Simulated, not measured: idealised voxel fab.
Documented hereafter: the process module known as voxel self aligned vias.
The cross-section shown here is cut; it is 235 nm wide and divided into square cells measuring 5 nm on a side.
If you're reading a cross-section in this doc, picture square cells in a grid; it comes to you as bands, top ones listed first down to the bottom, and a band can be one or more rows of cells.
For a band, the entry starts with two heights in nm, that of the top and then that of the bottom, and carries on with the band's materials in order from left to right, each alongside its width in nm; the word "full width" beside a single material means it fills the band edge to edge, and "empty" means empty space.
Below 0: as-received wafer, all one material; heights counted from there. Lowest band: no bottom, goes on down, written "top 0, no bottom".
You'd read "30..40" like this: the band's top row of cells is as wide as the first number, its bottom row is as wide as the second, and going down, every row changes width by the same amount as the row before did.
Any step labelled "nothing different" changed none of the cells in the cross-section.
The entry "Enclosed internal voids" lists the empty spaces that cover at least 8 cells and have no open path to the top. Each is written as width x height at distance, where the distance is measured from the left edge and all three values are in nm.
Formally, on a step line, whatever follows the settings is a remark that the simulator itself makes on the step.
overlay nm: right-of-plan distance of the mask on a masked step; negative values mean left-of-plan.

[Planned step list for the process]
- 1: RECEIVE,material Si
- 2: CONFORMAL_DEP,material SiO2,thk nm 10
- 3: CONFORMAL_DEP,material SiCN,thk nm 5
- 4: DIRECTIONAL_DEP,material lowk,thk nm 20
- 5: PATTERN,tone open,mask id LINES,material resist,width nm 25,pitch nm 65,thk nm 15,overlay nm 0
- 6: DIRECTIONAL_ETCH,etch materials lowk,depth nm 20
- 7: STRIP,etch materials resist
- 8: CONFORMAL_DEP,material TiN,thk nm 5
- 9: FILL_DEP,material Ru,thk nm 5
- 10: CMP,height nm 35
- 11: SELECTIVE_ETCH,etch materials W Ru TiN,depth nm 10
- 12: FILL_DEP,material SiN,thk nm 10
- 13: CMP,height nm 35
- 14: DIRECTIONAL_DEP,material lowk,thk nm 20
- 15: DIRECTIONAL_DEP,material aC,thk nm 10
- 16: PATTERN,tone open,mask id VIAS,material resist,width nm 35,thk nm 30,overlay nm 0
- 17: DIRECTIONAL_ETCH,etch materials aC,depth nm 10
- 18: STRIP,etch materials resist
- 19: DIRECTIONAL_ETCH,etch materials lowk,depth nm 20
- 20: DIRECTIONAL_ETCH,etch materials SiN,depth nm 10
- 21: STRIP,etch materials aC
- 22: CONFORMAL_DEP,material TiN,thk nm 5
- 23: FILL_DEP,material W,thk nm 10
- 24: CMP,height nm 55
- 25: CONFORMAL_DEP,material SiN,thk nm 5

[As-received wafer cross-section (after step 1)]
top 0, no bottom = Si full width
Enclosed internal voids: none

[The cross-section shown corresponds to the wafer at the conclusion of the module. The initial structure and the process plan are those presented above; however, one mistake occurred in executing the plan]
top 60, bottom 55 = SiN full width
top 55, bottom 40 = 65 lowk / 5 TiN / 25 W / 5 TiN / 135 lowk
top 40, bottom 35 = 65 lowk / 15 TiN / 5 W / 15 TiN / 135 lowk
top 35, bottom 30 = 75 lowk / 5 TiN / 5 W / 5 TiN / 50 lowk / 15 SiN / 80 lowk
top 30, bottom 25 = 75 lowk / 15 TiN / 50 lowk / 15 SiN / 80 lowk
top 25, bottom 20 = 75 lowk / 5 TiN / 5 Ru / 5 TiN / 50 lowk / 5 TiN / 5 Ru / 5 TiN / 80 lowk
top 20, bottom 15 = 75 lowk / 15 TiN / 50 lowk / 15 TiN / 80 lowk
top 15, bottom 10 = SiCN full width
top 10, bottom 0 = SiO2 full width
top 0, no bottom = Si full width
Enclosed internal voids: none
Diagnosis: it should be noted that step 5 was executed with settings other than those planned, the operation and settings actually applied being PATTERN,tone open,mask id LINES,material resist,width nm 15,pitch nm 65,thk nm 15,overlay nm 0
